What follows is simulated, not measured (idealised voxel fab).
process module | voxel trench capacitor
cross-section cut | 235 nm wide | cells 5 nm
A cross-section is a grid of square cells, given in bands from the top down. A band is one or more rows of cells.
Each band's line starts with the height of the band's top and of its bottom, in nm. Then come its materials from left to right, each with its width in nm. One material with "throughout" fills the band from edge to edge. "air" is empty space.
Height 0 is the level under which the wafer as received is all one material. The lowest band goes on downwards, as in "0 down".
A width such as "30 to 40" changes by the same amount from each row of cells to the next, from the band's top row to its bottom row.
"no change" after a step means that no cell of the cross-section changed.
closed voids: empty space of 8 cells or more with no open way to the top, each as width x height at its distance from the left edge, in nm
after a step's settings: what the simulator itself notes on the step
overlay nm, on a step with a mask: how far to the right of its planned place the mask lay; to the left if negative
plan
1 op RECEIVE | material Si
2 op CONFORMAL_DEP | material SiN | thk nm 5
3 op MASKED_ETCH | tone open | mask id TRENCH | width nm 25 | pitch nm 40 | etch materials SiN | depth nm 5 | overlay nm 0
4 op MASKED_ETCH | tone open | mask id TRENCH | width nm 25 | pitch nm 40 | etch materials Si | depth nm 35 | overlay nm 0
5 op CONFORMAL_DEP | material HfO2 | thk nm 5
6 op CONFORMAL_DEP | material TiN | thk nm 5
7 op FILL_DEP | material W | thk nm 10
8 op CMP | height nm 5
as received, after step 1
  0 down: Si throughout
  closed voids: none
first wafer at the end, as planned
  5 to 0: SiN 65 | HfO2 5 | TiN 5 | W 5 | TiN 5 | HfO2 5 | SiN 15 | HfO2 5 | TiN 5 | W 5 | TiN 5 | HfO2 5 | SiN 15 | HfO2 5 | TiN 5 | W 5 | TiN 5 | HfO2 5 | SiN 65
  0 to -25: Si 65 | HfO2 5 | TiN 5 | W 5 | TiN 5 | HfO2 5 | Si 15 | HfO2 5 | TiN 5 | W 5 | TiN 5 | HfO2 5 | Si 15 | HfO2 5 | TiN 5 | W 5 | TiN 5 | HfO2 5 | Si 65
  -25 to -30: Si 65 | HfO2 5 | TiN 15 | HfO2 5 | Si 15 | HfO2 5 | TiN 15 | HfO2 5 | Si 15 | HfO2 5 | TiN 15 | HfO2 5 | Si 65
  -30 to -35: Si 65 | HfO2 25 | Si 15 | HfO2 25 | Si 15 | HfO2 25 | Si 65
  -35 down: Si throughout
  closed voids: none
second wafer at the end: like start, like plan, one mistake
  5 to 0: HfO2 65 | SiN 25 | HfO2 15 | SiN 25 | HfO2 15 | SiN 25 | HfO2 65
  0 down: Si throughout
  closed voids: none
what went wrong: step 3 ran as: op MASKED_ETCH | tone cover | mask id TRENCH | width nm 25 | pitch nm 40 | etch materials SiN | depth nm 5 | overlay nm 0
at the end the second wafer has, in cells: 25 fewer of HfO2 | 105 more of Si | 17 fewer of SiN | 45 fewer of TiN | 18 fewer of W
